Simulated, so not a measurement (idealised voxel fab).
process module | voxel ribs on slabs
cross-section cut | 175 nm wide | cells 5 nm
A cross-section is a grid of square cells, given in bands from the top down. A band is one or more rows of cells.
Each band's line starts with the height of the band's top and of its bottom, in nm. Then come its materials from left to right, each with its width in nm. One material with "throughout" fills the band from edge to edge. "air" is empty space.
Height 0 is the level under which the wafer as received is all one material. The lowest band goes on downwards, as in "0 down".
A width such as "30 to 40" changes by the same amount from each row of cells to the next, from the band's top row to its bottom row.
"no change" after a step means that no cell of the cross-section changed.
closed voids: empty space of 8 cells or more with no open way to the top, each as width x height at its distance from the left edge, in nm
after a step's settings: what the simulator itself notes on the step
overlay nm, on a step with a mask: how far to the right of its planned place the mask lay; to the left if negative
plan
1 op RECEIVE | material Si
2 op DIRECTIONAL_DEP | material SiO2 | thk nm 25
3 op DIRECTIONAL_DEP | material SiN | thk nm 25
4 op DIRECTIONAL_DEP | material aC | thk nm 10
5 op PATTERN | tone cover | mask id RIB | material resist | width nm 25 | thk nm 25 | overlay nm 0
6 op DIRECTIONAL_ETCH | etch materials aC | depth nm 10
7 op STRIP | etch materials resist
8 op DIRECTIONAL_ETCH | etch materials SiN | depth nm 20
9 op STRIP | etch materials aC
10 op PATTERN | tone cover | mask id SLAB | material resist | width nm 65 | thk nm 20 | overlay nm 0
11 op DIRECTIONAL_ETCH | etch materials SiN | depth nm 5
12 op STRIP | etch materials resist
13 op FILL_DEP | material SiO2 | thk nm 25
14 op CMP | height nm 65
15 op DIRECTIONAL_DEP | material TiN | thk nm 5
16 op PATTERN | tone cover | mask id HEATER | material resist | width nm 35 | thk nm 15 | overlay nm 0
17 op DIRECTIONAL_ETCH | etch materials TiN | depth nm 5
18 op STRIP | etch materials resist
19 op CONFORMAL_DEP | material SiN | thk nm 5
as received, after step 1
  0 down: Si throughout
  closed voids: none
first wafer at the end, as planned
  75 to 70: air 65 | SiN 45 | air 65
  70 to 65: SiN 70 | TiN 35 | SiN 70
  65 to 50: SiO2 throughout
  50 to 30: SiO2 75 | SiN 25 | SiO2 75
  30 to 25: SiO2 55 | SiN 65 | SiO2 55
  25 to 0: SiO2 throughout
  0 down: Si throughout
  closed voids: none
second wafer at the end: like start, like plan, one mistake
  75 to 70: air 65 | SiN 45 | air 65
  70 to 65: SiN 70 | TiN 35 | SiN 70
  65 to 40: SiO2 throughout
  40 to 25: SiO2 75 | SiN 25 | SiO2 75
  25 to 0: SiO2 throughout
  0 down: Si throughout
  closed voids: none
what went wrong: step 3 ran as: op DIRECTIONAL_DEP | material SiN | thk nm 15
at the end the second wafer has, in cells: 18 fewer of SiN | 18 more of SiO2
